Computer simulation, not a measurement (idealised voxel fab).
Name of the process module below: voxel gate over fins
Square cell edge 5 nm, section width 235 nm, ID cut.
Just so we're on the same page, the cross-sections are grids of square cells, and they're listed out in bands top to bottom, each band one or more rows deep.
A band entry consists of two parts. The first gives the height of the band's top and the height of its bottom, in nm. The rest lists the band's materials from left to right, each with its width in nm. A single material labelled with the word "everywhere" fills the band from edge to edge, and the word "air" marks empty space.
Heights are expressed relative to 0, this being the level below which the as-received wafer comprises one material exclusively. The lowest band is unbounded in the downward direction and is denoted as in "0..down".
The expression "30..40" gives the width at the extremes of the band, the first number at its top row of cells and the second at its bottom row, with the width changing by equal amounts from each row to the next in between.
For the purposes of this document, the phrase "all unchanged" attached to a step denotes that no cell within the cross-section was modified by that step.
Each empty space that has no open way to the top and spans at least 8 cells appears under "Sealed voids" as width x height at distance, the distance counted from the left edge, all in nm.
Step line, after settings: the simulator's comment on this step.
A step line may carry the setting "overlay nm", which, for steps involving a mask, states the distance by which the mask lay to the right of its intended position; negative values denote displacement to the left.

List of planned process steps
1,RECEIVE, material Si
2,CONFORMAL_DEP, material SiN, thk nm 10
3,DIRECTIONAL_DEP, material aC, thk nm 15
4,PATTERN, tone cover, mask id FINS, material resist, width nm 15, pitch nm 45, thk nm 35, overlay nm 0
5,DIRECTIONAL_ETCH, etch materials aC, depth nm 15
6,STRIP, etch materials resist
7,DIRECTIONAL_ETCH, etch materials SiN, depth nm 10
8,DIRECTIONAL_ETCH, etch materials Si, depth nm 40
9,STRIP, etch materials aC
10,OXIDIZE, depth nm 5
11,FILL_DEP, material SiO2, thk nm 5
12,CMP, height nm 10
13,SELECTIVE_ETCH, etch materials SiO2, depth nm 20
14,STRIP, etch materials SiN
15,CONFORMAL_DEP, material HfO2, thk nm 5
16,CONFORMAL_DEP, material TiN, thk nm 5
17,FILL_DEP, material W, thk nm 10
18,CMP, height nm 15
19,CONFORMAL_DEP, material SiN, thk nm 10

First wafer of two (run as planned)

This is the cross-section of the wafer as we received it, i.e. after step 1
> 0..down = Si everywhere
> Sealed voids: none

Wafer section view after processing step 2
> 10..0 = SiN everywhere
> Whatever lies below 0 is exactly as it was before.

Wafer section view after processing step 3
> 25..10 = aC everywhere
> Whatever lies below 10 is exactly as it was before.

Wafer section view after processing step 4
> 60..25 = air (85), then resist (15), then air (30), then resist (15), then air (90)
> Whatever lies below 25 is exactly as it was before.

Wafer section view after processing step 5
> 45..25 = air (85), then resist (15), then air (30), then resist (15), then air (90)
> 25..10 = air (85), then aC (15), then air (30), then aC (15), then air (90)
> Whatever lies below 10 is exactly as it was before.

Wafer section view after processing step 6
> 25..10 = air (85), then aC (15), then air (30), then aC (15), then air (90)
> Whatever lies below 10 is exactly as it was before.

Wafer section view after processing step 7
> 25..10 = air (85), then aC (15), then air (30), then aC (15), then air (90)
> 10..0 = air (85), then SiN (15), then air (30), then SiN (15), then air (90)
> Whatever lies below 0 is exactly as it was before.

Wafer section view after processing step 8
> 25..10 = air (85), then aC (15), then air (30), then aC (15), then air (90)
> 10..0 = air (85), then SiN (15), then air (30), then SiN (15), then air (90)
> 0..-40 = air (85), then Si (15), then air (30), then Si (15), then air (90)
> Whatever lies below -40 is exactly as it was before.

Wafer section view after processing step 9
> 10..0 = air (85), then SiN (15), then air (30), then SiN (15), then air (90)
> Whatever lies below 0 is exactly as it was before.

Wafer section view after processing step 10
> 10..0 = air (85), then SiN (15), then air (30), then SiN (15), then air (90)
> 0..-40 = air (85), then SiO2 (5), then Si (5), then SiO2 (5), then air (30), then SiO2 (5), then Si (5), then SiO2 (5), then air (90)
> -40..-45 = SiO2 (90), then Si (5), then SiO2 (40), then Si (5), then SiO2 (95)
> Whatever lies below -45 is exactly as it was before.

Wafer section view after processing step 11
> 15..10 = SiO2 everywhere
> 10..0 = SiO2 (85), then SiN (15), then SiO2 (30), then SiN (15), then SiO2 (90)
> 0..-45 = SiO2 (90), then Si (5), then SiO2 (40), then Si (5), then SiO2 (95)
> Whatever lies below -45 is exactly as it was before.

Wafer section view after processing step 12
> 10..0 = SiO2 (85), then SiN (15), then SiO2 (30), then SiN (15), then SiO2 (90)
> Whatever lies below 0 is exactly as it was before.

Wafer section view after processing step 13
> 10..0 = air (85), then SiN (15), then air (30), then SiN (15), then air (90)
> 0..-10 = air (90), then Si (5), then air (40), then Si (5), then air (95)
> Whatever lies below -10 is exactly as it was before.

Wafer section view after processing step 14
> 0..-10 = air (90), then Si (5), then air (40), then Si (5), then air (95)
> Whatever lies below -10 is exactly as it was before.

Wafer section view after processing step 15
> 5..0 = air (85), then HfO2 (15), then air (30), then HfO2 (15), then air (90)
> 0..-5 = air (85), then HfO2 (5), then Si (5), then HfO2 (5), then air (30), then HfO2 (5), then Si (5), then HfO2 (5), then air (90)
> -5..-10 = HfO2 (90), then Si (5), then HfO2 (40), then Si (5), then HfO2 (95)
> Whatever lies below -10 is exactly as it was before.

Wafer section view after processing step 16
> 10..5 = air (80), then TiN (25), then air (20), then TiN (25), then air (85)
> 5..0 = air (80), then TiN (5), then HfO2 (15), then TiN (5), then air (20), then TiN (5), then HfO2 (15), then TiN (5), then air (85)
> 0..-5 = TiN (85), then HfO2 (5), then Si (5), then HfO2 (5), then TiN (30), then HfO2 (5), then Si (5), then HfO2 (5), then TiN (90)
> Whatever lies below -5 is exactly as it was before.

Wafer section view after processing step 17
> 20..10 = W everywhere
> 10..5 = W (80), then TiN (25), then W (20), then TiN (25), then W (85)
> 5..0 = W (80), then TiN (5), then HfO2 (15), then TiN (5), then W (20), then TiN (5), then HfO2 (15), then TiN (5), then W (85)
> Whatever lies below 0 is exactly as it was before.

Wafer section view after processing step 18
> 15..10 = W everywhere
> Whatever lies below 10 is exactly as it was before.

Wafer section view after processing step 19
> 25..15 = SiN everywhere
> Whatever lies below 15 is exactly as it was before.

For the second wafer, take the first wafer's start and plan, then add one mistake made in running it; everything through step 3, that step included, is shared with the first

Planned end of step 4: second wafer, cross-section
> 60..25 = resist (85), then air (15), then resist (30), then air (15), then resist (90)
> Whatever lies below 25 is exactly as it was before.

Planned end of step 5: second wafer, cross-section
> 45..25 = resist (85), then air (15), then resist (30), then air (15), then resist (90)
> 25..10 = aC (85), then air (15), then aC (30), then air (15), then aC (90)
> Whatever lies below 10 is exactly as it was before.

Planned end of step 6: second wafer, cross-section
> 25..10 = aC (85), then air (15), then aC (30), then air (15), then aC (90)
> Whatever lies below 10 is exactly as it was before.

Planned end of step 7: second wafer, cross-section
> 25..10 = aC (85), then air (15), then aC (30), then air (15), then aC (90)
> 10..0 = SiN (85), then air (15), then SiN (30), then air (15), then SiN (90)
> Whatever lies below 0 is exactly as it was before.

Planned end of step 8: second wafer, cross-section
> 25..10 = aC (85), then air (15), then aC (30), then air (15), then aC (90)
> 10..0 = SiN (85), then air (15), then SiN (30), then air (15), then SiN (90)
> 0..-40 = Si (85), then air (15), then Si (30), then air (15), then Si (90)
> Whatever lies below -40 is exactly as it was before.

Planned end of step 9: second wafer, cross-section
> 10..0 = SiN (85), then air (15), then SiN (30), then air (15), then SiN (90)
> Whatever lies below 0 is exactly as it was before.

Planned end of step 10: second wafer, cross-section
> 10..0 = SiN (85), then air (15), then SiN (30), then air (15), then SiN (90)
> 0..-40 = Si (80), then SiO2 (5), then air (15), then SiO2 (5), then Si (20), then SiO2 (5), then air (15), then SiO2 (5), then Si (85)
> -40..-45 = Si (80), then SiO2 (25), then Si (20), then SiO2 (25), then Si (85)
> Whatever lies below -45 is exactly as it was before.

Planned end of step 11: second wafer, cross-section
> 15..10 = SiO2 everywhere
> 10..0 = SiN (85), then SiO2 (15), then SiN (30), then SiO2 (15), then SiN (90)
> 0..-45 = Si (80), then SiO2 (25), then Si (20), then SiO2 (25), then Si (85)
> Whatever lies below -45 is exactly as it was before.

Planned end of step 12: second wafer, cross-section
> 10..0 = SiN (85), then SiO2 (15), then SiN (30), then SiO2 (15), then SiN (90)
> Whatever lies below 0 is exactly as it was before.

Planned end of step 13: second wafer, cross-section
> 10..0 = SiN (85), then air (15), then SiN (30), then air (15), then SiN (90)
> 0..-10 = Si (80), then air (25), then Si (20), then air (25), then Si (85)
> Whatever lies below -10 is exactly as it was before.

Planned end of step 14: second wafer, cross-section
> 0..-10 = Si (80), then air (25), then Si (20), then air (25), then Si (85)
> Whatever lies below -10 is exactly as it was before.

Planned end of step 15: second wafer, cross-section
> 5..0 = HfO2 (85), then air (15), then HfO2 (30), then air (15), then HfO2 (90)
> 0..-5 = Si (80), then HfO2 (5), then air (15), then HfO2 (5), then Si (20), then HfO2 (5), then air (15), then HfO2 (5), then Si (85)
> -5..-10 = Si (80), then HfO2 (25), then Si (20), then HfO2 (25), then Si (85)
> Whatever lies below -10 is exactly as it was before.

Planned end of step 16: second wafer, cross-section
> 10..5 = TiN (90), then air (5), then TiN (40), then air (5), then TiN (95)
> 5..0 = HfO2 (85), then TiN (5), then air (5), then TiN (5), then HfO2 (30), then TiN (5), then air (5), then TiN (5), then HfO2 (90)
> 0..-5 = Si (80), then HfO2 (5), then TiN (15), then HfO2 (5), then Si (20), then HfO2 (5), then TiN (15), then HfO2 (5), then Si (85)
> Whatever lies below -5 is exactly as it was before.

Planned end of step 17: second wafer, cross-section
> 20..10 = W everywhere
> 10..5 = TiN (90), then W (5), then TiN (40), then W (5), then TiN (95)
> 5..0 = HfO2 (85), then TiN (5), then W (5), then TiN (5), then HfO2 (30), then TiN (5), then W (5), then TiN (5), then HfO2 (90)
> Whatever lies below 0 is exactly as it was before.

Planned end of step 18: second wafer, cross-section
> 15..10 = W everywhere
> Whatever lies below 10 is exactly as it was before.

Planned end of step 19: second wafer, cross-section
> 25..15 = SiN everywhere
> Whatever lies below 15 is exactly as it was before.
Misprocessing identified: it should be noted that step 4 was executed with settings other than those planned, the operation and settings actually applied being PATTERN, tone open, mask id FINS, material resist, width nm 15, pitch nm 45, thk nm 35, overlay nm 0
Final tally in cells, some materials are higher or lower on the second wafer than on the first: 315 more of Si, 245 fewer of SiO2, 70 fewer of W
